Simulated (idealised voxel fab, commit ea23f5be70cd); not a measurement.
The following process module bears the name voxel self aligned contacts.
Pictured: cross-section cut, 235 nm wide, on a grid of 5 nm square cells.
We lay out every cross-section as a grid of square cells and spell it out in bands from the top down, where one band means one or more rows of cells.
Heights first: top, then bottom, in nm. Then materials, left to right, each with a width in nm. "everywhere" on a single material: fills the band edge to edge. "empty": empty space.
We count height from 0. Below that, the starting wafer is all one material. The lowest band never ends at the bottom but goes on down; see "z 0 and below" for how that is written.
Width "30->40": first value at the band's top row of cells, second value at its bottom row, equal change from row to row.
No cell of the cross-section changed in a step that is given as "nothing altered".
The entry titled "Encapsulated voids" provides the empty spaces that have no open way to the top, restricted to those of 8 cells or more. Each is presented as width x height at distance, the distance being measured from the left edge, with all three in nm.
If you see something after the settings on a step's line, that's the simulator's own remark about that step.
overlay nm: how far to the right of its planned place the mask lay on this masked step (negative: to the left).

The steps planned for the process are as follows
1 RECEIVE with material Si
2 CONFORMAL_DEP with material SiO2, thk nm 5
3 DIRECTIONAL_DEP with material polySi, thk nm 20
4 DIRECTIONAL_DEP with material SiN, thk nm 25
5 MASKED_ETCH with tone cover, mask id GATE, width nm 25, pitch nm 65, etch materials SiN, depth nm 25, overlay nm 0
6 MASKED_ETCH with tone cover, mask id GATE, width nm 25, pitch nm 65, etch materials polySi, depth nm 20, overlay nm 0
7 CONFORMAL_DEP with material SiN, thk nm 10
8 DIRECTIONAL_ETCH with etch materials SiN, depth nm 10
9 FILL_DEP with material SiO2, thk nm 15
10 CMP with height nm 60
11 PATTERN with tone open, mask id CONTACT, material resist, width nm 50, pitch nm 65, thk nm 20, overlay nm 0
12 DIRECTIONAL_ETCH with etch materials SiO2, depth nm 60
13 STRIP with etch materials resist
14 CONFORMAL_DEP with material TiN, thk nm 5
15 FILL_DEP with material Ru, thk nm 10
16 CMP with height nm 60
17 CONFORMAL_DEP with material SiCN, thk nm 5

First wafer, two in total, run as planned

Received-state cross-section, reflecting completion of step 1
> z 0 and below  Si everywhere
> Encapsulated voids: none

Take a look at the wafer's cross-section after step 2
> z 5 to 0  SiO2 everywhere
> Under 0: no change, same as before.

Take a look at the wafer's cross-section after step 3
> z 25 to 5  polySi everywhere
> Under 5: no change, same as before.

Take a look at the wafer's cross-section after step 4
> z 50 to 25  SiN everywhere
> Under 25: no change, same as before.

Take a look at the wafer's cross-section after step 5
> z 50 to 25  empty 40  SiN 25  empty 40  SiN 25  empty 40  SiN 25  empty 40
> Under 25: no change, same as before.

Take a look at the wafer's cross-section after step 6
> z 50 to 25  empty 40  SiN 25  empty 40  SiN 25  empty 40  SiN 25  empty 40
> z 25 to 5  empty 40  polySi 25  empty 40  polySi 25  empty 40  polySi 25  empty 40
> Under 5: no change, same as before.

Take a look at the wafer's cross-section after step 7
> z 60 to 25  empty 30  SiN 45  empty 20  SiN 45  empty 20  SiN 45  empty 30
> z 25 to 15  empty 30  SiN 10  polySi 25  SiN 10  empty 20  SiN 10  polySi 25  SiN 10  empty 20  SiN 10  polySi 25  SiN 10  empty 30
> z 15 to 5  SiN 40  polySi 25  SiN 40  polySi 25  SiN 40  polySi 25  SiN 40
> Under 5: no change, same as before.

Take a look at the wafer's cross-section after step 8
> z 50 to 25  empty 30  SiN 45  empty 20  SiN 45  empty 20  SiN 45  empty 30
> z 25 to 5  empty 30  SiN 10  polySi 25  SiN 10  empty 20  SiN 10  polySi 25  SiN 10  empty 20  SiN 10  polySi 25  SiN 10  empty 30
> Under 5: no change, same as before.

Take a look at the wafer's cross-section after step 9
> z 65 to 50  SiO2 everywhere
> z 50 to 25  SiO2 30  SiN 45  SiO2 20  SiN 45  SiO2 20  SiN 45  SiO2 30
> z 25 to 5  SiO2 30  SiN 10  polySi 25  SiN 10  SiO2 20  SiN 10  polySi 25  SiN 10  SiO2 20  SiN 10  polySi 25  SiN 10  SiO2 30
> Under 5: no change, same as before.

Take a look at the wafer's cross-section after step 10
> z 60 to 50  SiO2 everywhere
> Under 50: no change, same as before.

Take a look at the wafer's cross-section after step 11
> z 80 to 60  resist 60  empty 50  resist 15  empty 50  resist 60
> Under 60: no change, same as before.

Take a look at the wafer's cross-section after step 12
> z 80 to 60  resist 60  empty 50  resist 15  empty 50  resist 60
> z 60 to 50  SiO2 60  empty 50  SiO2 15  empty 50  SiO2 60
> z 50 to 25  SiO2 30  SiN 45  empty 20  SiN 45  empty 20  SiN 45  SiO2 30
> z 25 to 5  SiO2 30  SiN 10  polySi 25  SiN 10  empty 20  SiN 10  polySi 25  SiN 10  empty 20  SiN 10  polySi 25  SiN 10  SiO2 30
> z 5 to 0  SiO2 75  empty 20  SiO2 45  empty 20  SiO2 75
> Under 0: no change, same as before.

Take a look at the wafer's cross-section after step 13
> z 60 to 50  SiO2 60  empty 50  SiO2 15  empty 50  SiO2 60
> Under 50: no change, same as before.

Take a look at the wafer's cross-section after step 14
> z 65 to 60  TiN 65  empty 40  TiN 25  empty 40  TiN 65
> z 60 to 50  SiO2 60  TiN 5->20  empty 40->10  TiN 5->20  SiO2 15  TiN 5->20  empty 40->10  TiN 5->20  SiO2 60
> z 50 to 25  SiO2 30  SiN 45  TiN 5  empty 10  TiN 5  SiN 45  TiN 5  empty 10  TiN 5  SiN 45  SiO2 30
> z 25 to 5  SiO2 30  SiN 10  polySi 25  SiN 10  TiN 5  empty 10  TiN 5  SiN 10  polySi 25  SiN 10  TiN 5  empty 10  TiN 5  SiN 10  polySi 25  SiN 10  SiO2 30
> z 5 to 0  SiO2 75  TiN 20  SiO2 45  TiN 20  SiO2 75
> Under 0: no change, same as before.

Take a look at the wafer's cross-section after step 15
> z 75 to 65  Ru everywhere
> z 65 to 60  TiN 65  Ru 40  TiN 25  Ru 40  TiN 65
> z 60 to 50  SiO2 60  TiN 5->20  Ru 40->10  TiN 5->20  SiO2 15  TiN 5->20  Ru 40->10  TiN 5->20  SiO2 60
> z 50 to 25  SiO2 30  SiN 45  TiN 5  Ru 10  TiN 5  SiN 45  TiN 5  Ru 10  TiN 5  SiN 45  SiO2 30
> z 25 to 5  SiO2 30  SiN 10  polySi 25  SiN 10  TiN 5  Ru 10  TiN 5  SiN 10  polySi 25  SiN 10  TiN 5  Ru 10  TiN 5  SiN 10  polySi 25  SiN 10  SiO2 30
> Under 5: no change, same as before.

Take a look at the wafer's cross-section after step 16
> z 60 to 50  SiO2 60  TiN 5->20  Ru 40->10  TiN 5->20  SiO2 15  TiN 5->20  Ru 40->10  TiN 5->20  SiO2 60
> Under 50: no change, same as before.

Take a look at the wafer's cross-section after step 17
> z 65 to 60  SiCN everywhere
> Under 60: no change, same as before.

The second wafer was prepared from the same starting point and under the same plan as the first; its processing contained one mistake, and it remains indistinguishable from the first wafer up to and including step 15

Second wafer, sectioned view, at step 16's planned end time: nothing altered

Second wafer, sectioned view, at step 17's planned end time
> z 80 to 75  SiCN everywhere
> Under 75: no change, same as before.
Nonconformance to the process plan: step 16 of the plan was excluded from execution and never run
Materials where the second wafer ends with more or fewer cells than the first: Ru: 110 more | TiN: 31 more
